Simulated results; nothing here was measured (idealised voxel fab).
process module | voxel self aligned contacts
cross-section cut | 280 nm wide | cells 5 nm
A cross-section is a grid of square cells, given in bands from the top down. A band is one or more rows of cells.
Each band's line starts with the height of the band's top and of its bottom, in nm. Then come its materials from left to right, each with its width in nm. One material with "throughout" fills the band from edge to edge. "air" is empty space.
Height 0 is the level under which the wafer as received is all one material. The lowest band goes on downwards, as in "0 down".
A width such as "30 to 40" changes by the same amount from each row of cells to the next, from the band's top row to its bottom row.
"no change" after a step means that no cell of the cross-section changed.
closed voids: empty space of 8 cells or more with no open way to the top, each as width x height at its distance from the left edge, in nm
after a step's settings: what the simulator itself notes on the step
overlay nm, on a step with a mask: how far to the right of its planned place the mask lay; to the left if negative
plan
1 op RECEIVE | material Si
2 op OXIDIZE | depth nm 5
3 op DIRECTIONAL_DEP | material polySi | thk nm 25
4 op DIRECTIONAL_DEP | material SiN | thk nm 20
5 op MASKED_ETCH | tone cover | mask id GATE | width nm 30 | pitch nm 65 | etch materials SiN | depth nm 20 | overlay nm 0
6 op MASKED_ETCH | tone cover | mask id GATE | width nm 30 | pitch nm 65 | etch materials polySi | depth nm 25 | overlay nm 0
7 op CONFORMAL_DEP | material SiN | thk nm 10
8 op DIRECTIONAL_ETCH | etch materials SiN | depth nm 10
9 op FILL_DEP | material SiO2 | thk nm 10
10 op CMP | height nm 50
11 op PATTERN | tone open | mask id CONTACT | material resist | width nm 45 | pitch nm 65 | thk nm 15 | overlay nm 0
12 op DIRECTIONAL_ETCH | etch materials SiO2 | depth nm 55
13 op STRIP | etch materials resist
14 op CONFORMAL_DEP | material TiN | thk nm 5
15 op FILL_DEP | material W | thk nm 5
16 op CMP | height nm 50
17 op CONFORMAL_DEP | material SiCN | thk nm 5
as received, after step 1
  0 down: Si throughout
  closed voids: none
a wafer at the end: this start, this plan, one mistake
  55 to 50: SiCN throughout
  50 to 45: SiO2 85 | TiN 45 | SiO2 20 | TiN 45 | SiO2 85
  45 to 25: SiO2 50 | SiN 55 | TiN 10 | SiN 55 | TiN 10 | SiN 55 | SiO2 45
  25 to 0: SiO2 50 | SiN 10 | polySi 35 | SiN 10 | TiN 10 | SiN 10 | polySi 35 | SiN 10 | TiN 10 | SiN 10 | polySi 35 | SiN 10 | SiO2 45
  0 to -5: SiO2 105 | TiN 10 | SiO2 55 | TiN 10 | SiO2 100
  -5 down: Si throughout
  closed voids: none
what went wrong: step 5 ran as: op MASKED_ETCH | tone cover | mask id GATE | width nm 35 | pitch nm 65 | etch materials SiN | depth nm 20 | overlay nm 0
